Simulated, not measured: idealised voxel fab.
The following process module bears the name voxel self aligned contacts.
Square cell edge 5 nm, section width 250 nm, ID cut.
Each cross-section below is a grid of square cells, stated as bands in top-down order, with one or more rows of cells making up each band. Look at the band entry: it leads with the top's height and the bottom's height in nm. Then it lists the materials left to right, with a width in nm for each. The word "everywhere" on a single material says that material fills the band edge to edge. The word "blank" is empty space. Beneath 0, the wafer as received is one material, and that level is where height counting begins. The lowest band goes on downward without a bottom; it is written like "z 0 and below". So if you see something like "30 to 40" for the width, read it as the top row of the band sitting at the first number and the bottom row at the second, with every row in between moving by the same amount as the last. The designation "no alteration", where it is given for a processing step, indicates that no cell of the cross-section was altered in the course of that step. Basically, "Non-vented voids" tells you about the enclosed voids: empty spaces with no open way to the top, 8 cells or bigger, each written width x height at distance, where distance is from the left edge, all in nm. The remark found on a step's line after its settings is issued by the simulator itself and pertains to that step. "overlay nm", when on a step's line for a step with a mask, measures how far to the right of its planned place the mask lay; a negative measure means to the left.
### These are the steps we planned for the process
step 1: RECEIVE | material Si
step 2: OXIDIZE | depth nm 5
step 3: DIRECTIONAL_DEP | material polySi | thk nm 20
step 4: DIRECTIONAL_DEP | material SiN | thk nm 20
step 5: MASKED_ETCH | tone cover | mask id GATE | width nm 25 | pitch nm 60 | etch materials SiN | depth nm 20 | overlay nm 0
step 6: MASKED_ETCH | tone cover | mask id GATE | width nm 25 | pitch nm 60 | etch materials polySi | depth nm 20 | overlay nm 0
step 7: CONFORMAL_DEP | material SiN | thk nm 10
step 8: DIRECTIONAL_ETCH | etch materials SiN | depth nm 10
step 9: FILL_DEP | material SiO2 | thk nm 10
step 10: CMP | height nm 45
step 11: MASKED_ETCH | tone open | mask id CONTACT | width nm 45 | pitch nm 60 | etch materials SiO2 | depth nm 50 | overlay nm 0
step 12: CONFORMAL_DEP | material TiN | thk nm 5
step 13: FILL_DEP | material Ru | thk nm 10
step 14: CMP | height nm 45
step 15: CONFORMAL_DEP | material SiCN | thk nm 5
### The first of a set of two wafers, run to plan
### Cross-section of the wafer at receipt, which is the condition after step 1
* z 0 and below | Si everywhere
* Non-vented voids: none
### Cross-section through the wafer, step 2 finished
* z 0 to -5 | SiO2 everywhere
* Beneath the level -5, the cross-section is identical to its previous state.
### Cross-section through the wafer, step 3 finished
* z 20 to 0 | polySi everywhere
* Beneath the level 0, the cross-section is identical to its previous state.
### Cross-section through the wafer, step 4 finished
* z 40 to 20 | SiN everywhere
* Beneath the level 20, the cross-section is identical to its previous state.
### Cross-section through the wafer, step 5 finished
* z 40 to 20 | 50 of blank, then 25 of SiN, then 35 of blank, then 25 of SiN, then 35 of blank, then 25 of SiN, then 55 of blank
* Beneath the level 20, the cross-section is identical to its previous state.
### Cross-section through the wafer, step 6 finished
* z 40 to 20 | 50 of blank, then 25 of SiN, then 35 of blank, then 25 of SiN, then 35 of blank, then 25 of SiN, then 55 of blank
* z 20 to 0 | 50 of blank, then 25 of polySi, then 35 of blank, then 25 of polySi, then 35 of blank, then 25 of polySi, then 55 of blank
* Beneath the level 0, the cross-section is identical to its previous state.
### Cross-section through the wafer, step 7 finished
* z 50 to 20 | 40 of blank, then 45 of SiN, then 15 of blank, then 45 of SiN, then 15 of blank, then 45 of SiN, then 45 of blank
* z 20 to 10 | 40 of blank, then 10 of SiN, then 25 of polySi, then 10 of SiN, then 15 of blank, then 10 of SiN, then 25 of polySi, then 10 of SiN, then 15 of blank, then 10 of SiN, then 25 of polySi, then 10 of SiN, then 45 of blank
* z 10 to 0 | 50 of SiN, then 25 of polySi, then 35 of SiN, then 25 of polySi, then 35 of SiN, then 25 of polySi, then 55 of SiN
* Beneath the level 0, the cross-section is identical to its previous state.
### Cross-section through the wafer, step 8 finished
* z 40 to 20 | 40 of blank, then 45 of SiN, then 15 of blank, then 45 of SiN, then 15 of blank, then 45 of SiN, then 45 of blank
* z 20 to 0 | 40 of blank, then 10 of SiN, then 25 of polySi, then 10 of SiN, then 15 of blank, then 10 of SiN, then 25 of polySi, then 10 of SiN, then 15 of blank, then 10 of SiN, then 25 of polySi, then 10 of SiN, then 45 of blank
* Beneath the level 0, the cross-section is identical to its previous state.
### Cross-section through the wafer, step 9 finished
* z 50 to 40 | SiO2 everywhere
* z 40 to 20 | 40 of SiO2, then 45 of SiN, then 15 of SiO2, then 45 of SiN, then 15 of SiO2, then 45 of SiN, then 45 of SiO2
* z 20 to 0 | 40 of SiO2, then 10 of SiN, then 25 of polySi, then 10 of SiN, then 15 of SiO2, then 10 of SiN, then 25 of polySi, then 10 of SiN, then 15 of SiO2, then 10 of SiN, then 25 of polySi, then 10 of SiN, then 45 of SiO2
* Beneath the level 0, the cross-section is identical to its previous state.
### Cross-section through the wafer, step 10 finished
* z 45 to 40 | SiO2 everywhere
* Beneath the level 40, the cross-section is identical to its previous state.
### Cross-section through the wafer, step 11 finished
* z 45 to 40 | 70 of SiO2, then 45 of blank, then 15 of SiO2, then 45 of blank, then 75 of SiO2
* z 40 to 20 | 40 of SiO2, then 45 of SiN, then 15 of blank, then 45 of SiN, then 15 of blank, then 45 of SiN, then 45 of SiO2
* z 20 to 0 | 40 of SiO2, then 10 of SiN, then 25 of polySi, then 10 of SiN, then 15 of blank, then 10 of SiN, then 25 of polySi, then 10 of SiN, then 15 of blank, then 10 of SiN, then 25 of polySi, then 10 of SiN, then 45 of SiO2
* z 0 to -5 | 85 of SiO2, then 15 of blank, then 45 of SiO2, then 15 of blank, then 90 of SiO2
* Beneath the level -5, the cross-section is identical to its previous state.
### Cross-section through the wafer, step 12 finished
* z 50 to 45 | 75 of TiN, then 35 of blank, then 25 of TiN, then 35 of blank, then 80 of TiN
* z 45 to 40 | 70 of SiO2, then 20 of TiN, then 5 of blank, then 20 of TiN, then 15 of SiO2, then 20 of TiN, then 5 of blank, then 20 of TiN, then 75 of SiO2
* z 40 to 20 | 40 of SiO2, then 45 of SiN, then 5 of TiN, then 5 of blank, then 5 of TiN, then 45 of SiN, then 5 of TiN, then 5 of blank, then 5 of TiN, then 45 of SiN, then 45 of SiO2
* z 20 to 0 | 40 of SiO2, then 10 of SiN, then 25 of polySi, then 10 of SiN, then 5 of TiN, then 5 of blank, then 5 of TiN, then 10 of SiN, then 25 of polySi, then 10 of SiN, then 5 of TiN, then 5 of blank, then 5 of TiN, then 10 of SiN, then 25 of polySi, then 10 of SiN, then 45 of SiO2
* z 0 to -5 | 85 of SiO2, then 15 of TiN, then 45 of SiO2, then 15 of TiN, then 90 of SiO2
* Beneath the level -5, the cross-section is identical to its previous state.
### Cross-section through the wafer, step 13 finished
* z 60 to 50 | Ru everywhere
* z 50 to 45 | 75 of TiN, then 35 of Ru, then 25 of TiN, then 35 of Ru, then 80 of TiN
* z 45 to 40 | 70 of SiO2, then 20 of TiN, then 5 of Ru, then 20 of TiN, then 15 of SiO2, then 20 of TiN, then 5 of Ru, then 20 of TiN, then 75 of SiO2
* z 40 to 20 | 40 of SiO2, then 45 of SiN, then 5 of TiN, then 5 of Ru, then 5 of TiN, then 45 of SiN, then 5 of TiN, then 5 of Ru, then 5 of TiN, then 45 of SiN, then 45 of SiO2
* z 20 to 0 | 40 of SiO2, then 10 of SiN, then 25 of polySi, then 10 of SiN, then 5 of TiN, then 5 of Ru, then 5 of TiN, then 10 of SiN, then 25 of polySi, then 10 of SiN, then 5 of TiN, then 5 of Ru, then 5 of TiN, then 10 of SiN, then 25 of polySi, then 10 of SiN, then 45 of SiO2
* Beneath the level 0, the cross-section is identical to its previous state.
### Cross-section through the wafer, step 14 finished
* z 45 to 40 | 70 of SiO2, then 20 of TiN, then 5 of Ru, then 20 of TiN, then 15 of SiO2, then 20 of TiN, then 5 of Ru, then 20 of TiN, then 75 of SiO2
* Beneath the level 40, the cross-section is identical to its previous state.
### Cross-section through the wafer, step 15 finished
* z 50 to 45 | SiCN everywhere
* Beneath the level 45, the cross-section is identical to its previous state.
### Wafer two. Same start, same plan, one slip in execution. Same as wafer one through step 2, inclusive
### Second wafer profile in section, at the moment step 3 of the plan was meant to be complete
* z 40 to 0 | polySi everywhere
* Beneath the level 0, the cross-section is identical to its previous state.
### Second wafer profile in section, at the moment step 4 of the plan was meant to be complete
* z 60 to 40 | SiN everywhere
* Beneath the level 40, the cross-section is identical to its previous state.
### Second wafer profile in section, at the moment step 5 of the plan was meant to be complete
* z 60 to 40 | 50 of blank, then 25 of SiN, then 35 of blank, then 25 of SiN, then 35 of blank, then 25 of SiN, then 55 of blank
* Beneath the level 40, the cross-section is identical to its previous state.
### Second wafer profile in section, at the moment step 6 of the plan was meant to be complete
* z 60 to 40 | 50 of blank, then 25 of SiN, then 35 of blank, then 25 of SiN, then 35 of blank, then 25 of SiN, then 55 of blank
* z 40 to 20 | 50 of blank, then 25 of polySi, then 35 of blank, then 25 of polySi, then 35 of blank, then 25 of polySi, then 55 of blank
* Beneath the level 20, the cross-section is identical to its previous state.
### Second wafer profile in section, at the moment step 7 of the plan was meant to be complete
* z 70 to 40 | 40 of blank, then 45 of SiN, then 15 of blank, then 45 of SiN, then 15 of blank, then 45 of SiN, then 45 of blank
* z 40 to 30 | 40 of blank, then 10 of SiN, then 25 of polySi, then 10 of SiN, then 15 of blank, then 10 of SiN, then 25 of polySi, then 10 of SiN, then 15 of blank, then 10 of SiN, then 25 of polySi, then 10 of SiN, then 45 of blank
* z 30 to 20 | 50 of SiN, then 25 of polySi, then 35 of SiN, then 25 of polySi, then 35 of SiN, then 25 of polySi, then 55 of SiN
* Beneath the level 20, the cross-section is identical to its previous state.
### Second wafer profile in section, at the moment step 8 of the plan was meant to be complete
* z 60 to 40 | 40 of blank, then 45 of SiN, then 15 of blank, then 45 of SiN, then 15 of blank, then 45 of SiN, then 45 of blank
* z 40 to 20 | 40 of blank, then 10 of SiN, then 25 of polySi, then 10 of SiN, then 15 of blank, then 10 of SiN, then 25 of polySi, then 10 of SiN, then 15 of blank, then 10 of SiN, then 25 of polySi, then 10 of SiN, then 45 of blank
* Beneath the level 20, the cross-section is identical to its previous state.
### Second wafer profile in section, at the moment step 9 of the plan was meant to be complete
* z 70 to 60 | SiO2 everywhere
* z 60 to 40 | 40 of SiO2, then 45 of SiN, then 15 of SiO2, then 45 of SiN, then 15 of SiO2, then 45 of SiN, then 45 of SiO2
* z 40 to 20 | 40 of SiO2, then 10 of SiN, then 25 of polySi, then 10 of SiN, then 15 of SiO2, then 10 of SiN, then 25 of polySi, then 10 of SiN, then 15 of SiO2, then 10 of SiN, then 25 of polySi, then 10 of SiN, then 45 of SiO2
* Beneath the level 20, the cross-section is identical to its previous state.
### Second wafer profile in section, at the moment step 10 of the plan was meant to be complete
* z 45 to 40 | 40 of SiO2, then 45 of SiN, then 15 of SiO2, then 45 of SiN, then 15 of SiO2, then 45 of SiN, then 45 of SiO2
* Beneath the level 40, the cross-section is identical to its previous state.
### Second wafer profile in section, at the moment step 11 of the plan was meant to be complete
* z 45 to 40 | 40 of SiO2, then 45 of SiN, then 15 of blank, then 45 of SiN, then 15 of blank, then 45 of SiN, then 45 of SiO2
* z 40 to 20 | 40 of SiO2, then 10 of SiN, then 25 of polySi, then 10 of SiN, then 15 of blank, then 10 of SiN, then 25 of polySi, then 10 of SiN, then 15 of blank, then 10 of SiN, then 25 of polySi, then 10 of SiN, then 45 of SiO2
* Beneath the level 20, the cross-section is identical to its previous state.
### Second wafer profile in section, at the moment step 12 of the plan was meant to be complete
* z 50 to 45 | 90 of TiN, then 5 of blank, then 55 of TiN, then 5 of blank, then 95 of TiN
* z 45 to 40 | 40 of SiO2, then 45 of SiN, then 5 of TiN, then 5 of blank, then 5 of TiN, then 45 of SiN, then 5 of TiN, then 5 of blank, then 5 of TiN, then 45 of SiN, then 45 of SiO2
* z 40 to 25 | 40 of SiO2, then 10 of SiN, then 25 of polySi, then 10 of SiN, then 5 of TiN, then 5 of blank, then 5 of TiN, then 10 of SiN, then 25 of polySi, then 10 of SiN, then 5 of TiN, then 5 of blank, then 5 of TiN, then 10 of SiN, then 25 of polySi, then 10 of SiN, then 45 of SiO2
* z 25 to 20 | 40 of SiO2, then 10 of SiN, then 25 of polySi, then 10 of SiN, then 15 of TiN, then 10 of SiN, then 25 of polySi, then 10 of SiN, then 15 of TiN, then 10 of SiN, then 25 of polySi, then 10 of SiN, then 45 of SiO2
* Beneath the level 20, the cross-section is identical to its previous state.
### Second wafer profile in section, at the moment step 13 of the plan was meant to be complete
* z 60 to 50 | Ru everywhere
* z 50 to 45 | 90 of TiN, then 5 of Ru, then 55 of TiN, then 5 of Ru, then 95 of TiN
* z 45 to 40 | 40 of SiO2, then 45 of SiN, then 5 of TiN, then 5 of Ru, then 5 of TiN, then 45 of SiN, then 5 of TiN, then 5 of Ru, then 5 of TiN, then 45 of SiN, then 45 of SiO2
* z 40 to 25 | 40 of SiO2, then 10 of SiN, then 25 of polySi, then 10 of SiN, then 5 of TiN, then 5 of Ru, then 5 of TiN, then 10 of SiN, then 25 of polySi, then 10 of SiN, then 5 of TiN, then 5 of Ru, then 5 of TiN, then 10 of SiN, then 25 of polySi, then 10 of SiN, then 45 of SiO2
* Beneath the level 25, the cross-section is identical to its previous state.
### Second wafer profile in section, at the moment step 14 of the plan was meant to be complete
* z 45 to 40 | 40 of SiO2, then 45 of SiN, then 5 of TiN, then 5 of Ru, then 5 of TiN, then 45 of SiN, then 5 of TiN, then 5 of Ru, then 5 of TiN, then 45 of SiN, then 45 of SiO2
* Beneath the level 40, the cross-section is identical to its previous state.
### Second wafer profile in section, at the moment step 15 of the plan was meant to be complete
* z 50 to 45 | SiCN everywhere
* Beneath the level 45, the cross-section is identical to its previous state.
what went wrong: twice over, step 3 of the plan was run
Final difference in cells, second wafer against first, listed per material as more or fewer: Ru: 10 fewer | SiN: 81 fewer | SiO2: 77 fewer | TiN: 32 fewer | polySi: 200 more
